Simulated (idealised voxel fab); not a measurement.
process module | voxel self aligned vias
The cross-section on display is named cut; it measures 225 nm wide, and its cells are 5 nm squares.
Square cells in a grid make up a cross-section in this document, and the grid is given as bands, listed from the top down, each one or more rows of cells.
Band: top and bottom heights (nm) first, top before bottom; then materials from left to right, widths in nm. "everywhere" marks a sole material filling the band edge to edge. "blank" denotes empty space.
Height reference: 0 = level under which incoming wafer is all one material. Lowest band: no bottom, runs on downward, e.g. "0 and below".
A width such as "30..40" changes by the same amount from each row of cells to the next, from the band's top row to its bottom row.
"all unchanged" (step): cross-section cells unchanged, all of them.
For the entry "Closed internal cavities", the listed items are empty spaces with no open way to the top whose size is 8 cells or more; each item follows the pattern width x height at distance, where distance is from the left edge and all three are in nm.
Whatever follows a step's settings on its line is a remark the simulator itself makes about that step.
overlay nm, on a step with a mask: how far to the right of its planned place the mask lay; to the left if negative
[The process steps that were planned are listed below]
1. op RECEIVE | material Si
2. op CONFORMAL_DEP | material SiO2 | thk nm 15
3. op CONFORMAL_DEP | material SiCN | thk nm 5
4. op DIRECTIONAL_DEP | material SiO2 | thk nm 20
5. op MASKED_ETCH | tone open | mask id LINES | width nm 25 | pitch nm 75 | etch materials SiO2 | depth nm 20 | overlay nm 0
6. op CONFORMAL_DEP | material TiN | thk nm 5
7. op FILL_DEP | material W | thk nm 10
8. op CMP | height nm 40
9. op SELECTIVE_ETCH | etch materials W Ru TiN | depth nm 5
10. op FILL_DEP | material SiN | thk nm 10
11. op CMP | height nm 40
12. op DIRECTIONAL_DEP | material SiO2 | thk nm 15
13. op DIRECTIONAL_DEP | material aC | thk nm 10
14. op PATTERN | tone open | mask id VIAS | material resist | width nm 45 | pitch nm 75 | thk nm 30 | overlay nm 0
15. op DIRECTIONAL_ETCH | etch materials aC | depth nm 10
16. op STRIP | etch materials resist
17. op DIRECTIONAL_ETCH | etch materials SiO2 | depth nm 15
18. op DIRECTIONAL_ETCH | etch materials SiN | depth nm 5
19. op STRIP | etch materials aC
20. op CONFORMAL_DEP | material TiN | thk nm 5
21. op FILL_DEP | material Cu | thk nm 10
22. op CMP | height nm 55
23. op CONFORMAL_DEP | material SiN | thk nm 5
[Received-state cross-section, reflecting completion of step 1]
	0 and below = Si everywhere
	Closed internal cavities: none
[Cross-section, first of two wafers, end of module, run as planned]
	60 down to 55 = SiN everywhere
	55 down to 45 = SiO2: 50  TiN: 5  Cu: 35  TiN: 5  SiO2: 30  TiN: 5  Cu: 35  TiN: 5  SiO2: 55
	45 down to 40 = SiO2: 50  TiN: 15  Cu: 15  TiN: 15  SiO2: 30  TiN: 15  Cu: 15  TiN: 15  SiO2: 55
	40 down to 35 = SiO2: 60  TiN: 25  SiO2: 50  TiN: 25  SiO2: 65
	35 down to 25 = SiO2: 60  TiN: 5  W: 15  TiN: 5  SiO2: 50  TiN: 5  W: 15  TiN: 5  SiO2: 65
	25 down to 20 = SiO2: 60  TiN: 25  SiO2: 50  TiN: 25  SiO2: 65
	20 down to 15 = SiCN everywhere
	15 down to 0 = SiO2 everywhere
	0 and below = Si everywhere
	Closed internal cavities: none
[Wafer two, sectioned after the module: the first wafer's start, the first wafer's plan, and one mistake in how it was run]
	60 down to 55 = SiN everywhere
	55 down to 45 = SiO2: 50  TiN: 5  Cu: 35  TiN: 5  SiO2: 30  TiN: 5  Cu: 35  TiN: 5  SiO2: 55
	45 down to 40 = SiO2: 50  TiN: 45  SiO2: 30  TiN: 45  SiO2: 55
	40 down to 35 = SiN: 50  TiN: 10  SiO2: 25  TiN: 10  SiN: 30  TiN: 10  SiO2: 25  TiN: 10  SiN: 55
	35 down to 25 = W: 55  TiN: 5  SiO2: 25  TiN: 5  W: 40  TiN: 5  SiO2: 25  TiN: 5  W: 60
	25 down to 20 = TiN: 60  SiO2: 25  TiN: 50  SiO2: 25  TiN: 65
	20 down to 15 = SiCN everywhere
	15 down to 0 = SiO2 everywhere
	0 and below = Si everywhere
	Closed internal cavities: none
Run error: planned and actual differ for step 5; actual: op MASKED_ETCH | tone cover | mask id LINES | width nm 25 | pitch nm 75 | etch materials SiO2 | depth nm 20 | overlay nm 0
Final comparison by cell count, materials where the second wafer has more or fewer than the first: Cu: 6 fewer; SiN: 27 more; SiO2: 100 fewer; TiN: 29 more; W: 50 more
